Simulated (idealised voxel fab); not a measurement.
You're looking at the process module voxel wiring stack.
The figure presents cross-section cut, which has a width of 285 nm and is divided into square cells with an edge length of 5 nm.
A cross-section is a grid of square cells, given in bands from the top down. A band is one or more rows of cells. This entry defines a band. It first specifies the height of the band's top and the height of its bottom in nm, and then specifies the band's materials from left to right, stating each material with its width in nm. The word "edge to edge" identifies a single material that fills the band from edge to edge, while the word "air" identifies empty space. We count height from 0. Below that, the starting wafer is all one material. The lowest band never ends at the bottom but goes on down; see "0 -> down" for how that is written. A two-number width, for instance "30->40", indicates that the width is equal to the first number in the top row of the band and to the second number in the bottom row, and that it changes by a constant amount per row of cells. "everything unchanged" means the step left every cell of the cross-section as it was. This entry, "Fully sealed cavities", enumerates those empty regions of no fewer than 8 cells that possess no open connection to the top. Each region is reported in the form width x height at distance, the distance being taken from the left edge, with all three quantities expressed in nm. On a step's line, text after the settings is the simulator commenting on that step. overlay nm: how far to the right of its planned place the mask lay on this masked step (negative: to the left).
[Steps in the process plan]
1) RECEIVE,material Si
2) CONFORMAL_DEP,material SiO2,thk nm 15
3) CONFORMAL_DEP,material SiCN,thk nm 5
4) DIRECTIONAL_DEP,material lowk,thk nm 25
5) MASKED_ETCH,tone open,mask id METAL_1,width nm 25,pitch nm 50,etch materials lowk,depth nm 25,overlay nm 0
6) MASKED_ETCH,tone open,mask id METAL_1,width nm 25,pitch nm 50,etch materials SiCN,depth nm 5,overlay nm 0
7) CONFORMAL_DEP,material TiN,thk nm 5
8) FILL_DEP,material Cu,thk nm 10
9) CMP,height nm 45
10) CONFORMAL_DEP,material SiCN,thk nm 5
11) DIRECTIONAL_DEP,material lowk,thk nm 15
12) DIRECTIONAL_DEP,material aC,thk nm 10
13) PATTERN,tone open,mask id PLUG_1,material resist,width nm 15,pitch nm 50,thk nm 25,overlay nm 0
14) DIRECTIONAL_ETCH,etch materials aC,depth nm 10
15) STRIP,etch materials resist
16) DIRECTIONAL_ETCH,etch materials lowk,depth nm 15
17) DIRECTIONAL_ETCH,etch materials SiCN,depth nm 5
18) STRIP,etch materials aC
19) CONFORMAL_DEP,material TiN,thk nm 5
20) FILL_DEP,material Cu,thk nm 5
21) CMP,height nm 65
22) CONFORMAL_DEP,material SiCN,thk nm 5
23) DIRECTIONAL_DEP,material SiO2,thk nm 25
24) DIRECTIONAL_DEP,material aC,thk nm 15
25) PATTERN,tone open,mask id METAL_2,material resist,width nm 25,pitch nm 50,thk nm 30,overlay nm 0
26) DIRECTIONAL_ETCH,etch materials aC,depth nm 15
27) STRIP,etch materials resist
28) DIRECTIONAL_ETCH,etch materials SiO2,depth nm 25
29) DIRECTIONAL_ETCH,etch materials SiCN,depth nm 5
30) STRIP,etch materials aC
31) CONFORMAL_DEP,material TiN,thk nm 5
32) FILL_DEP,material Cu,thk nm 10
33) CMP,height nm 95
34) EPI,material Ru,thk nm 5
35) FILL_DEP,material SiCN,thk nm 5
36) DIRECTIONAL_DEP,material SiO2,thk nm 30
37) MASKED_ETCH,tone open,mask id METAL_3_HOLES,width nm 15,pitch nm 50,etch materials SiO2,depth nm 30,overlay nm 0
38) DIRECTIONAL_DEP,material aC,thk nm 15
39) PATTERN,tone open,mask id METAL_3,material resist,width nm 25,pitch nm 50,thk nm 30,overlay nm 0
40) DIRECTIONAL_ETCH,etch materials aC,depth nm 15
41) STRIP,etch materials resist
42) DIRECTIONAL_ETCH,etch materials SiO2,depth nm 20
43) DIRECTIONAL_ETCH,etch materials SiCN,depth nm 5
44) STRIP,etch materials aC
45) CONFORMAL_DEP,material TiN,thk nm 5
46) FILL_DEP,material Cu,thk nm 10
47) CMP,height nm 135
48) CONFORMAL_DEP,material SiCN,thk nm 5
[On the first of the two wafers: run conducted according to plan]
[As received (post step 1): cross-section]
  0 -> down = Si edge to edge
  Fully sealed cavities: none
[You're looking at a cross-section of the wafer after step 2]
  15 -> 0 = SiO2 edge to edge
  Below 0, no change.
[You're looking at a cross-section of the wafer after step 3]
  20 -> 15 = SiCN edge to edge
  Below 15, no change.
[You're looking at a cross-section of the wafer after step 4]
  45 -> 20 = lowk edge to edge
  Below 20, no change.
[You're looking at a cross-section of the wafer after step 5]
  45 -> 20 = lowk: 55 | air: 25 | lowk: 25 | air: 25 | lowk: 25 | air: 25 | lowk: 25 | air: 25 | lowk: 55
  Below 20, no change.
[You're looking at a cross-section of the wafer after step 6]
  45 -> 20 = lowk: 55 | air: 25 | lowk: 25 | air: 25 | lowk: 25 | air: 25 | lowk: 25 | air: 25 | lowk: 55
  20 -> 15 = SiCN: 55 | air: 25 | SiCN: 25 | air: 25 | SiCN: 25 | air: 25 | SiCN: 25 | air: 25 | SiCN: 55
  Below 15, no change.
[You're looking at a cross-section of the wafer after step 7]
  50 -> 45 = TiN: 60 | air: 15 | TiN: 35 | air: 15 | TiN: 35 | air: 15 | TiN: 35 | air: 15 | TiN: 60
  45 -> 20 = lowk: 55 | TiN: 5 | air: 15 | TiN: 5 | lowk: 25 | TiN: 5 | air: 15 | TiN: 5 | lowk: 25 | TiN: 5 | air: 15 | TiN: 5 | lowk: 25 | TiN: 5 | air: 15 | TiN: 5 | lowk: 55
  20 -> 15 = SiCN: 55 | TiN: 25 | SiCN: 25 | TiN: 25 | SiCN: 25 | TiN: 25 | SiCN: 25 | TiN: 25 | SiCN: 55
  Below 15, no change.
[You're looking at a cross-section of the wafer after step 8]
  60 -> 50 = Cu edge to edge
  50 -> 45 = TiN: 60 | Cu: 15 | TiN: 35 | Cu: 15 | TiN: 35 | Cu: 15 | TiN: 35 | Cu: 15 | TiN: 60
  45 -> 20 = lowk: 55 | TiN: 5 | Cu: 15 | TiN: 5 | lowk: 25 | TiN: 5 | Cu: 15 | TiN: 5 | lowk: 25 | TiN: 5 | Cu: 15 | TiN: 5 | lowk: 25 | TiN: 5 | Cu: 15 | TiN: 5 | lowk: 55
  Below 20, no change.
[You're looking at a cross-section of the wafer after step 9]
  45 -> 20 = lowk: 55 | TiN: 5 | Cu: 15 | TiN: 5 | lowk: 25 | TiN: 5 | Cu: 15 | TiN: 5 | lowk: 25 | TiN: 5 | Cu: 15 | TiN: 5 | lowk: 25 | TiN: 5 | Cu: 15 | TiN: 5 | lowk: 55
  Below 20, no change.
[You're looking at a cross-section of the wafer after step 10]
  50 -> 45 = SiCN edge to edge
  Below 45, no change.
[You're looking at a cross-section of the wafer after step 11]
  65 -> 50 = lowk edge to edge
  Below 50, no change.
[You're looking at a cross-section of the wafer after step 12]
  75 -> 65 = aC edge to edge
  Below 65, no change.
[You're looking at a cross-section of the wafer after step 13]
  100 -> 75 = resist: 55 | air: 15 | resist: 35 | air: 15 | resist: 35 | air: 15 | resist: 35 | air: 15 | resist: 65
  Below 75, no change.
[You're looking at a cross-section of the wafer after step 14]
  90 -> 75 = resist: 55 | air: 15 | resist: 35 | air: 15 | resist: 35 | air: 15 | resist: 35 | air: 15 | resist: 65
  75 -> 65 = aC: 55 | air: 15 | aC: 35 | air: 15 | aC: 35 | air: 15 | aC: 35 | air: 15 | aC: 65
  Below 65, no change.
[You're looking at a cross-section of the wafer after step 15]
  75 -> 65 = aC: 55 | air: 15 | aC: 35 | air: 15 | aC: 35 | air: 15 | aC: 35 | air: 15 | aC: 65
  Below 65, no change.
[You're looking at a cross-section of the wafer after step 16]
  75 -> 65 = aC: 55 | air: 15 | aC: 35 | air: 15 | aC: 35 | air: 15 | aC: 35 | air: 15 | aC: 65
  65 -> 50 = lowk: 55 | air: 15 | lowk: 35 | air: 15 | lowk: 35 | air: 15 | lowk: 35 | air: 15 | lowk: 65
  Below 50, no change.
[You're looking at a cross-section of the wafer after step 17]
  75 -> 65 = aC: 55 | air: 15 | aC: 35 | air: 15 | aC: 35 | air: 15 | aC: 35 | air: 15 | aC: 65
  65 -> 50 = lowk: 55 | air: 15 | lowk: 35 | air: 15 | lowk: 35 | air: 15 | lowk: 35 | air: 15 | lowk: 65
  50 -> 45 = SiCN: 55 | air: 15 | SiCN: 35 | air: 15 | SiCN: 35 | air: 15 | SiCN: 35 | air: 15 | SiCN: 65
  Below 45, no change.
[You're looking at a cross-section of the wafer after step 18]
  65 -> 50 = lowk: 55 | air: 15 | lowk: 35 | air: 15 | lowk: 35 | air: 15 | lowk: 35 | air: 15 | lowk: 65
  Below 50, no change.
[You're looking at a cross-section of the wafer after step 19]
  70 -> 65 = TiN: 60 | air: 5 | TiN: 45 | air: 5 | TiN: 45 | air: 5 | TiN: 45 | air: 5 | TiN: 70
  65 -> 50 = lowk: 55 | TiN: 5 | air: 5 | TiN: 5 | lowk: 35 | TiN: 5 | air: 5 | TiN: 5 | lowk: 35 | TiN: 5 | air: 5 | TiN: 5 | lowk: 35 | TiN: 5 | air: 5 | TiN: 5 | lowk: 65
  50 -> 45 = SiCN: 55 | TiN: 15 | SiCN: 35 | TiN: 15 | SiCN: 35 | TiN: 15 | SiCN: 35 | TiN: 15 | SiCN: 65
  Below 45, no change.
[You're looking at a cross-section of the wafer after step 20]
  75 -> 70 = Cu edge to edge
  70 -> 65 = TiN: 60 | Cu: 5 | TiN: 45 | Cu: 5 | TiN: 45 | Cu: 5 | TiN: 45 | Cu: 5 | TiN: 70
  65 -> 50 = lowk: 55 | TiN: 5 | Cu: 5 | TiN: 5 | lowk: 35 | TiN: 5 | Cu: 5 | TiN: 5 | lowk: 35 | TiN: 5 | Cu: 5 | TiN: 5 | lowk: 35 | TiN: 5 | Cu: 5 | TiN: 5 | lowk: 65
  Below 50, no change.
[You're looking at a cross-section of the wafer after step 21]
  65 -> 50 = lowk: 55 | TiN: 5 | Cu: 5 | TiN: 5 | lowk: 35 | TiN: 5 | Cu: 5 | TiN: 5 | lowk: 35 | TiN: 5 | Cu: 5 | TiN: 5 | lowk: 35 | TiN: 5 | Cu: 5 | TiN: 5 | lowk: 65
  Below 50, no change.
[You're looking at a cross-section of the wafer after step 22]
  70 -> 65 = SiCN edge to edge
  Below 65, no change.
[You're looking at a cross-section of the wafer after step 23]
  95 -> 70 = SiO2 edge to edge
  Below 70, no change.
[You're looking at a cross-section of the wafer after step 24]
  110 -> 95 = aC edge to edge
  Below 95, no change.
[You're looking at a cross-section of the wafer after step 25]
  140 -> 110 = resist: 55 | air: 25 | resist: 25 | air: 25 | resist: 25 | air: 25 | resist: 25 | air: 25 | resist: 55
  Below 110, no change.
[You're looking at a cross-section of the wafer after step 26]
  125 -> 110 = resist: 55 | air: 25 | resist: 25 | air: 25 | resist: 25 | air: 25 | resist: 25 | air: 25 | resist: 55
  110 -> 95 = aC: 55 | air: 25 | aC: 25 | air: 25 | aC: 25 | air: 25 | aC: 25 | air: 25 | aC: 55
  Below 95, no change.
[You're looking at a cross-section of the wafer after step 27]
  110 -> 95 = aC: 55 | air: 25 | aC: 25 | air: 25 | aC: 25 | air: 25 | aC: 25 | air: 25 | aC: 55
  Below 95, no change.
[You're looking at a cross-section of the wafer after step 28]
  110 -> 95 = aC: 55 | air: 25 | aC: 25 | air: 25 | aC: 25 | air: 25 | aC: 25 | air: 25 | aC: 55
  95 -> 70 = SiO2: 55 | air: 25 | SiO2: 25 | air: 25 | SiO2: 25 | air: 25 | SiO2: 25 | air: 25 | SiO2: 55
  Below 70, no change.
[You're looking at a cross-section of the wafer after step 29]
  110 -> 95 = aC: 55 | air: 25 | aC: 25 | air: 25 | aC: 25 | air: 25 | aC: 25 | air: 25 | aC: 55
  95 -> 70 = SiO2: 55 | air: 25 | SiO2: 25 | air: 25 | SiO2: 25 | air: 25 | SiO2: 25 | air: 25 | SiO2: 55
  70 -> 65 = SiCN: 55 | air: 25 | SiCN: 25 | air: 25 | SiCN: 25 | air: 25 | SiCN: 25 | air: 25 | SiCN: 55
  Below 65, no change.
[You're looking at a cross-section of the wafer after step 30]
  95 -> 70 = SiO2: 55 | air: 25 | SiO2: 25 | air: 25 | SiO2: 25 | air: 25 | SiO2: 25 | air: 25 | SiO2: 55
  Below 70, no change.
[You're looking at a cross-section of the wafer after step 31]
  100 -> 95 = TiN: 60 | air: 15 | TiN: 35 | air: 15 | TiN: 35 | air: 15 | TiN: 35 | air: 15 | TiN: 60
  95 -> 70 = SiO2: 55 | TiN: 5 | air: 15 | TiN: 5 | SiO2: 25 | TiN: 5 | air: 15 | TiN: 5 | SiO2: 25 | TiN: 5 | air: 15 | TiN: 5 | SiO2: 25 | TiN: 5 | air: 15 | TiN: 5 | SiO2: 55
  70 -> 65 = SiCN: 55 | TiN: 25 | SiCN: 25 | TiN: 25 | SiCN: 25 | TiN: 25 | SiCN: 25 | TiN: 25 | SiCN: 55
  Below 65, no change.
[You're looking at a cross-section of the wafer after step 32]
  110 -> 100 = Cu edge to edge
  100 -> 95 = TiN: 60 | Cu: 15 | TiN: 35 | Cu: 15 | TiN: 35 | Cu: 15 | TiN: 35 | Cu: 15 | TiN: 60
  95 -> 70 = SiO2: 55 | TiN: 5 | Cu: 15 | TiN: 5 | SiO2: 25 | TiN: 5 | Cu: 15 | TiN: 5 | SiO2: 25 | TiN: 5 | Cu: 15 | TiN: 5 | SiO2: 25 | TiN: 5 | Cu: 15 | TiN: 5 | SiO2: 55
  Below 70, no change.
[You're looking at a cross-section of the wafer after step 33]
  95 -> 70 = SiO2: 55 | TiN: 5 | Cu: 15 | TiN: 5 | SiO2: 25 | TiN: 5 | Cu: 15 | TiN: 5 | SiO2: 25 | TiN: 5 | Cu: 15 | TiN: 5 | SiO2: 25 | TiN: 5 | Cu: 15 | TiN: 5 | SiO2: 55
  Below 70, no change.
[You're looking at a cross-section of the wafer after step 34]
  100 -> 95 = air: 50 | Ru: 35 | air: 15 | Ru: 35 | air: 15 | Ru: 35 | air: 15 | Ru: 35 | air: 50
  Below 95, no change.
[You're looking at a cross-section of the wafer after step 35]
  105 -> 100 = SiCN edge to edge
  100 -> 95 = SiCN: 50 | Ru: 35 | SiCN: 15 | Ru: 35 | SiCN: 15 | Ru: 35 | SiCN: 15 | Ru: 35 | SiCN: 50
  Below 95, no change.
[You're looking at a cross-section of the wafer after step 36]
  135 -> 105 = SiO2 edge to edge
  Below 105, no change.
[You're looking at a cross-section of the wafer after step 37]
  135 -> 105 = SiO2: 55 | air: 15 | SiO2: 35 | air: 15 | SiO2: 35 | air: 15 | SiO2: 35 | air: 15 | SiO2: 65
  Below 105, no change.
[You're looking at a cross-section of the wafer after step 38]
  150 -> 135 = aC: 55 | air: 15 | aC: 35 | air: 15 | aC: 35 | air: 15 | aC: 35 | air: 15 | aC: 65
  135 -> 120 = SiO2: 55 | air: 15 | SiO2: 35 | air: 15 | SiO2: 35 | air: 15 | SiO2: 35 | air: 15 | SiO2: 65
  120 -> 105 = SiO2: 55 | aC: 15 | SiO2: 35 | aC: 15 | SiO2: 35 | aC: 15 | SiO2: 35 | aC: 15 | SiO2: 65
  Below 105, no change.
[You're looking at a cross-section of the wafer after step 39]
  180 -> 150 = resist: 55 | air: 25 | resist: 25 | air: 25 | resist: 25 | air: 25 | resist: 25 | air: 25 | resist: 55
  Below 150, no change.
[You're looking at a cross-section of the wafer after step 40]
  165 -> 150 = resist: 55 | air: 25 | resist: 25 | air: 25 | resist: 25 | air: 25 | resist: 25 | air: 25 | resist: 55
  150 -> 135 = aC: 55 | air: 25 | aC: 25 | air: 25 | aC: 25 | air: 25 | aC: 25 | air: 25 | aC: 55
  135 -> 105 = SiO2: 55 | air: 15 | SiO2: 35 | air: 15 | SiO2: 35 | air: 15 | SiO2: 35 | air: 15 | SiO2: 65
  Below 105, no change.
[You're looking at a cross-section of the wafer after step 41]
  150 -> 135 = aC: 55 | air: 25 | aC: 25 | air: 25 | aC: 25 | air: 25 | aC: 25 | air: 25 | aC: 55
  Below 135, no change.
[You're looking at a cross-section of the wafer after step 42]
  150 -> 135 = aC: 55 | air: 25 | aC: 25 | air: 25 | aC: 25 | air: 25 | aC: 25 | air: 25 | aC: 55
  135 -> 115 = SiO2: 55 | air: 25 | SiO2: 25 | air: 25 | SiO2: 25 | air: 25 | SiO2: 25 | air: 25 | SiO2: 55
  Below 115, no change.
[You're looking at a cross-section of the wafer after step 43]
  150 -> 135 = aC: 55 | air: 25 | aC: 25 | air: 25 | aC: 25 | air: 25 | aC: 25 | air: 25 | aC: 55
  135 -> 115 = SiO2: 55 | air: 25 | SiO2: 25 | air: 25 | SiO2: 25 | air: 25 | SiO2: 25 | air: 25 | SiO2: 55
  115 -> 105 = SiO2: 55 | air: 15 | SiO2: 35 | air: 15 | SiO2: 35 | air: 15 | SiO2: 35 | air: 15 | SiO2: 65
  105 -> 100 = SiCN: 55 | air: 15 | SiCN: 35 | air: 15 | SiCN: 35 | air: 15 | SiCN: 35 | air: 15 | SiCN: 65
  Below 100, no change.
[You're looking at a cross-section of the wafer after step 44]
  135 -> 115 = SiO2: 55 | air: 25 | SiO2: 25 | air: 25 | SiO2: 25 | air: 25 | SiO2: 25 | air: 25 | SiO2: 55
  Below 115, no change.
[You're looking at a cross-section of the wafer after step 45]
  140 -> 135 = TiN: 60 | air: 15 | TiN: 35 | air: 15 | TiN: 35 | air: 15 | TiN: 35 | air: 15 | TiN: 60
  135 -> 120 = SiO2: 55 | TiN: 5 | air: 15 | TiN: 5 | SiO2: 25 | TiN: 5 | air: 15 | TiN: 5 | SiO2: 25 | TiN: 5 | air: 15 | TiN: 5 | SiO2: 25 | TiN: 5 | air: 15 | TiN: 5 | SiO2: 55
  120 -> 115 = SiO2: 55 | TiN: 5 | air: 5 | TiN: 15 | SiO2: 25 | TiN: 5 | air: 5 | TiN: 15 | SiO2: 25 | TiN: 5 | air: 5 | TiN: 15 | SiO2: 25 | TiN: 5 | air: 5 | TiN: 15 | SiO2: 55
  115 -> 105 = SiO2: 55 | TiN: 5 | air: 5 | TiN: 5 | SiO2: 35 | TiN: 5 | air: 5 | TiN: 5 | SiO2: 35 | TiN: 5 | air: 5 | TiN: 5 | SiO2: 35 | TiN: 5 | air: 5 | TiN: 5 | SiO2: 65
  105 -> 100 = SiCN: 55 | TiN: 15 | SiCN: 35 | TiN: 15 | SiCN: 35 | TiN: 15 | SiCN: 35 | TiN: 15 | SiCN: 65
  Below 100, no change.
[You're looking at a cross-section of the wafer after step 46]
  150 -> 140 = Cu edge to edge
  140 -> 135 = TiN: 60 | Cu: 15 | TiN: 35 | Cu: 15 | TiN: 35 | Cu: 15 | TiN: 35 | Cu: 15 | TiN: 60
  135 -> 120 = SiO2: 55 | TiN: 5 | Cu: 15 | TiN: 5 | SiO2: 25 | TiN: 5 | Cu: 15 | TiN: 5 | SiO2: 25 | TiN: 5 | Cu: 15 | TiN: 5 | SiO2: 25 | TiN: 5 | Cu: 15 | TiN: 5 | SiO2: 55
  120 -> 115 = SiO2: 55 | TiN: 5 | Cu: 5 | TiN: 15 | SiO2: 25 | TiN: 5 | Cu: 5 | TiN: 15 | SiO2: 25 | TiN: 5 | Cu: 5 | TiN: 15 | SiO2: 25 | TiN: 5 | Cu: 5 | TiN: 15 | SiO2: 55
  115 -> 105 = SiO2: 55 | TiN: 5 | Cu: 5 | TiN: 5 | SiO2: 35 | TiN: 5 | Cu: 5 | TiN: 5 | SiO2: 35 | TiN: 5 | Cu: 5 | TiN: 5 | SiO2: 35 | TiN: 5 | Cu: 5 | TiN: 5 | SiO2: 65
  Below 105, no change.
[You're looking at a cross-section of the wafer after step 47]
  135 -> 120 = SiO2: 55 | TiN: 5 | Cu: 15 | TiN: 5 | SiO2: 25 | TiN: 5 | Cu: 15 | TiN: 5 | SiO2: 25 | TiN: 5 | Cu: 15 | TiN: 5 | SiO2: 25 | TiN: 5 | Cu: 15 | TiN: 5 | SiO2: 55
  Below 120, no change.
[You're looking at a cross-section of the wafer after step 48]
  140 -> 135 = SiCN edge to edge
  Below 135, no change.
[Wafer two. Same start, same plan, one slip in execution. Same as wafer one through step 47, inclusive]
[At the planned end of step 48, the second wafer in cross-section]
  150 -> 135 = SiCN edge to edge
  Below 135, no change.
Error vs. plan: step 48 changed vs plan, executed as CONFORMAL_DEP,material SiCN,thk nm 15
Final difference in cells, second wafer against first, listed per material as more or fewer: SiCN +114
